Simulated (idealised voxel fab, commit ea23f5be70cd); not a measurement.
This is a process module. Its name is voxel capacitor over wiring.
The width of the displayed cross-section, cut, is 225 nm; its cells are square, with a size of 5 nm.
Reading order for cross-sections: top band down to bottom band. Underlying form: a grid of square cells. Band size: one or more rows of cells.
Band entry format. Leading values: height of top, height of bottom, nm. Remainder: materials in left-to-right order, each with its width in nm. Special words: "throughout" on a single material, which then fills the band edge to edge; "blank", empty space.
Height is counted from the level 0, under which the received wafer is composed throughout of one material. The lowest of the bands is not closed at the bottom but continues downward, in the notation "0 -> down".
Think of "30 to 40" as a width that walks from the first number to the second as you go down the band, top row to bottom row, taking equal-sized steps from row to row.
Step note "nothing was modified" = no cross-section cell changed.
Empty spaces without an open route to the top, at least 8 cells in extent, make up the entry "Fully enclosed voids"; each is given as width x height at distance, where the distance is measured from the left edge, and all are in nm.
Note: text after step settings on the step line = simulator remark on that step.
The setting "overlay nm" may be written on the line of a step. When the step uses a mask, the value reports how far to the right of the planned place the mask lay, and a negative value reports that it lay to the left.

[The planned process steps are enumerated hereunder]
1,RECEIVE | material Si
2,CONFORMAL_DEP | material SiO2 | thk nm 15
3,DIRECTIONAL_DEP | material TiN | thk nm 5
4,DIRECTIONAL_DEP | material W | thk nm 15
5,MASKED_ETCH | tone cover | mask id METAL_1 | width nm 25 | pitch nm 95 | etch materials W | depth nm 15 | overlay nm 0
6,MASKED_ETCH | tone cover | mask id METAL_1 | width nm 25 | pitch nm 95 | etch materials TiN | depth nm 5 | overlay nm 0
7,CONFORMAL_DEP | material SiCN | thk nm 5
8,FILL_DEP | material lowk | thk nm 5
9,CMP | height nm 35
10,CONFORMAL_DEP | material SiCN | thk nm 5
11,DIRECTIONAL_DEP | material lowk | thk nm 15
12,PATTERN | tone open | mask id PLUG_1 | material resist | width nm 15 | thk nm 20 | overlay nm 0
13,DIRECTIONAL_ETCH | etch materials lowk | depth nm 15
14,DIRECTIONAL_ETCH | etch materials SiCN | depth nm 5
15,STRIP | etch materials resist
16,CONFORMAL_DEP | material TiN | thk nm 5
17,FILL_DEP | material Ru | thk nm 10
18,CMP | height nm 55
19,DIRECTIONAL_DEP | material TiN | thk nm 5
20,DIRECTIONAL_DEP | material SiN | thk nm 5
21,DIRECTIONAL_DEP | material TiN | thk nm 5
22,PATTERN | tone cover | mask id UPPER_PLATE | material resist | width nm 75 | thk nm 15 | overlay nm 0
23,DIRECTIONAL_ETCH | etch materials TiN | depth nm 5
24,DIRECTIONAL_ETCH | etch materials SiN | depth nm 5
25,STRIP | etch materials resist
26,MASKED_ETCH | tone cover | mask id LOWER_PLATE | width nm 85 | etch materials TiN | depth nm 5 | overlay nm 0
27,FILL_DEP | material SiO2 | thk nm 20
28,CMP | height nm 85
29,MASKED_ETCH | tone open | mask id PLUG_2 | width nm 15 | etch materials SiO2 | depth nm 15 | overlay nm 0
30,CONFORMAL_DEP | material TiN | thk nm 5
31,FILL_DEP | material Ru | thk nm 10
32,CMP | height nm 85
33,CONFORMAL_DEP | material SiN | thk nm 5

[The first of a set of two wafers, run to plan]

[Cross-sectional view of the wafer in its as-received condition, corresponding to the state after step 1]
- 0 -> down | Si throughout
- Fully enclosed voids: none

[Step 2 complete: cross-section through the wafer]
- 15 -> 0 | SiO2 throughout
- Lower than 0, everything is as it was.

[Step 3 complete: cross-section through the wafer]
- 20 -> 15 | TiN throughout
- Lower than 15, everything is as it was.

[Step 4 complete: cross-section through the wafer]
- 35 -> 20 | W throughout
- Lower than 20, everything is as it was.

[Step 5 complete: cross-section through the wafer]
- 35 -> 20 | blank=50 / W=25 / blank=70 / W=25 / blank=55
- Lower than 20, everything is as it was.

[Step 6 complete: cross-section through the wafer]
- 35 -> 20 | blank=50 / W=25 / blank=70 / W=25 / blank=55
- 20 -> 15 | blank=50 / TiN=25 / blank=70 / TiN=25 / blank=55
- Lower than 15, everything is as it was.

[Step 7 complete: cross-section through the wafer]
- 40 -> 35 | blank=45 / SiCN=35 / blank=60 / SiCN=35 / blank=50
- 35 -> 20 | blank=45 / SiCN=5 / W=25 / SiCN=5 / blank=60 / SiCN=5 / W=25 / SiCN=5 / blank=50
- 20 -> 15 | SiCN=50 / TiN=25 / SiCN=70 / TiN=25 / SiCN=55
- Lower than 15, everything is as it was.

[Step 8 complete: cross-section through the wafer]
- 45 -> 40 | lowk throughout
- 40 -> 35 | lowk=45 / SiCN=35 / lowk=60 / SiCN=35 / lowk=50
- 35 -> 20 | lowk=45 / SiCN=5 / W=25 / SiCN=5 / lowk=60 / SiCN=5 / W=25 / SiCN=5 / lowk=50
- Lower than 20, everything is as it was.

[Step 9 complete: cross-section through the wafer]
- 35 -> 20 | lowk=45 / SiCN=5 / W=25 / SiCN=5 / lowk=60 / SiCN=5 / W=25 / SiCN=5 / lowk=50
- Lower than 20, everything is as it was.

[Step 10 complete: cross-section through the wafer]
- 40 -> 35 | SiCN throughout
- Lower than 35, everything is as it was.

[Step 11 complete: cross-section through the wafer]
- 55 -> 40 | lowk throughout
- Lower than 40, everything is as it was.

[Step 12 complete: cross-section through the wafer]
- 75 -> 55 | resist=60 / blank=15 / resist=150
- Lower than 55, everything is as it was.

[Step 13 complete: cross-section through the wafer]
- 75 -> 55 | resist=60 / blank=15 / resist=150
- 55 -> 40 | lowk=60 / blank=15 / lowk=150
- Lower than 40, everything is as it was.

[Step 14 complete: cross-section through the wafer]
- 75 -> 55 | resist=60 / blank=15 / resist=150
- 55 -> 40 | lowk=60 / blank=15 / lowk=150
- 40 -> 35 | SiCN=60 / blank=15 / SiCN=150
- Lower than 35, everything is as it was.

[Step 15 complete: cross-section through the wafer]
- 55 -> 40 | lowk=60 / blank=15 / lowk=150
- Lower than 40, everything is as it was.

[Step 16 complete: cross-section through the wafer]
- 60 -> 55 | TiN=65 / blank=5 / TiN=155
- 55 -> 40 | lowk=60 / TiN=5 / blank=5 / TiN=5 / lowk=150
- 40 -> 35 | SiCN=60 / TiN=15 / SiCN=150
- Lower than 35, everything is as it was.

[Step 17 complete: cross-section through the wafer]
- 70 -> 60 | Ru throughout
- 60 -> 55 | TiN=65 / Ru=5 / TiN=155
- 55 -> 40 | lowk=60 / TiN=5 / Ru=5 / TiN=5 / lowk=150
- Lower than 40, everything is as it was.

[Step 18 complete: cross-section through the wafer]
- 55 -> 40 | lowk=60 / TiN=5 / Ru=5 / TiN=5 / lowk=150
- Lower than 40, everything is as it was.

[Step 19 complete: cross-section through the wafer]
- 60 -> 55 | TiN throughout
- Lower than 55, everything is as it was.

[Step 20 complete: cross-section through the wafer]
- 65 -> 60 | SiN throughout
- Lower than 60, everything is as it was.

[Step 21 complete: cross-section through the wafer]
- 70 -> 65 | TiN throughout
- Lower than 65, everything is as it was.

[Step 22 complete: cross-section through the wafer]
- 85 -> 70 | blank=60 / resist=75 / blank=90
- Lower than 70, everything is as it was.

[Step 23 complete: cross-section through the wafer]
- 85 -> 70 | blank=60 / resist=75 / blank=90
- 70 -> 65 | blank=60 / TiN=75 / blank=90
- Lower than 65, everything is as it was.

[Step 24 complete: cross-section through the wafer]
- 85 -> 70 | blank=60 / resist=75 / blank=90
- 70 -> 65 | blank=60 / TiN=75 / blank=90
- 65 -> 60 | blank=60 / SiN=75 / blank=90
- Lower than 60, everything is as it was.

[Step 25 complete: cross-section through the wafer]
- 70 -> 65 | blank=60 / TiN=75 / blank=90
- Lower than 65, everything is as it was.

[Step 26 complete: cross-section through the wafer]
- 70 -> 65 | blank=60 / TiN=75 / blank=90
- 65 -> 60 | blank=60 / SiN=75 / blank=90
- 60 -> 55 | blank=55 / TiN=85 / blank=85
- Lower than 55, everything is as it was.

[Step 27 complete: cross-section through the wafer]
- 90 -> 70 | SiO2 throughout
- 70 -> 65 | SiO2=60 / TiN=75 / SiO2=90
- 65 -> 60 | SiO2=60 / SiN=75 / SiO2=90
- 60 -> 55 | SiO2=55 / TiN=85 / SiO2=85
- Lower than 55, everything is as it was.

[Step 28 complete: cross-section through the wafer]
- 85 -> 70 | SiO2 throughout
- Lower than 70, everything is as it was.

[Step 29 complete: cross-section through the wafer]
- 85 -> 70 | SiO2=70 / blank=15 / SiO2=140
- Lower than 70, everything is as it was.

[Step 30 complete: cross-section through the wafer]
- 90 -> 85 | TiN=75 / blank=5 / TiN=145
- 85 -> 75 | SiO2=70 / TiN=5 / blank=5 / TiN=5 / SiO2=140
- 75 -> 65 | SiO2=70 to 60 / TiN=15 to 75 / SiO2=140 to 90
- Lower than 65, everything is as it was.

[Step 31 complete: cross-section through the wafer]
- 100 -> 90 | Ru throughout
- 90 -> 85 | TiN=75 / Ru=5 / TiN=145
- 85 -> 75 | SiO2=70 / TiN=5 / Ru=5 / TiN=5 / SiO2=140
- Lower than 75, everything is as it was.

[Step 32 complete: cross-section through the wafer]
- 85 -> 75 | SiO2=70 / TiN=5 / Ru=5 / TiN=5 / SiO2=140
- Lower than 75, everything is as it was.

[Step 33 complete: cross-section through the wafer]
- 90 -> 85 | SiN throughout
- Lower than 85, everything is as it was.

[Wafer two of the pair: same origin, same plan, one error during the run; identical to wafer one up to and including step 19]

Planned end of step 20: second wafer, cross-section: nothing was modified

[Planned end of step 21: second wafer, cross-section]
- 65 -> 55 | TiN throughout
- Lower than 55, everything is as it was.

[Planned end of step 22: second wafer, cross-section]
- 80 -> 65 | blank=60 / resist=75 / blank=90
- Lower than 65, everything is as it was.

[Planned end of step 23: second wafer, cross-section]
- 80 -> 65 | blank=60 / resist=75 / blank=90
- 65 -> 60 | blank=60 / TiN=75 / blank=90
- Lower than 60, everything is as it was.

Planned end of step 24: second wafer, cross-section: nothing was modified

[Planned end of step 25: second wafer, cross-section]
- 65 -> 60 | blank=60 / TiN=75 / blank=90
- Lower than 60, everything is as it was.

[Planned end of step 26: second wafer, cross-section]
- 65 -> 55 | blank=60 to 55 / TiN=75 to 85 / blank=90 to 85
- Lower than 55, everything is as it was.

[Planned end of step 27: second wafer, cross-section]
- 85 -> 65 | SiO2 throughout
- 65 -> 55 | SiO2=60 to 55 / TiN=75 to 85 / SiO2=90 to 85
- Lower than 55, everything is as it was.

Planned end of step 28: second wafer, cross-section: nothing was modified

[Planned end of step 29: second wafer, cross-section]
- 85 -> 70 | SiO2=70 / blank=15 / SiO2=140
- Lower than 70, everything is as it was.

[Planned end of step 30: second wafer, cross-section]
- 90 -> 85 | TiN=75 / blank=5 / TiN=145
- 85 -> 75 | SiO2=70 / TiN=5 / blank=5 / TiN=5 / SiO2=140
- 75 -> 70 | SiO2=70 / TiN=15 / SiO2=140
- Lower than 70, everything is as it was.

[Planned end of step 31: second wafer, cross-section]
- 100 -> 90 | Ru throughout
- 90 -> 85 | TiN=75 / Ru=5 / TiN=145
- 85 -> 75 | SiO2=70 / TiN=5 / Ru=5 / TiN=5 / SiO2=140
- Lower than 75, everything is as it was.

[Planned end of step 32: second wafer, cross-section]
- 85 -> 75 | SiO2=70 / TiN=5 / Ru=5 / TiN=5 / SiO2=140
- Lower than 75, everything is as it was.

[Planned end of step 33: second wafer, cross-section]
- 90 -> 85 | SiN throughout
- Lower than 85, everything is as it was.
In executing the process, a mistake was made relative to the plan: step 20 of the plan did not run at all; it was left out
It is noted that, at the conclusion of processing, the second wafer exhibits a higher or lower cell count for certain materials relative to the first: SiN -15 | SiO2 +15
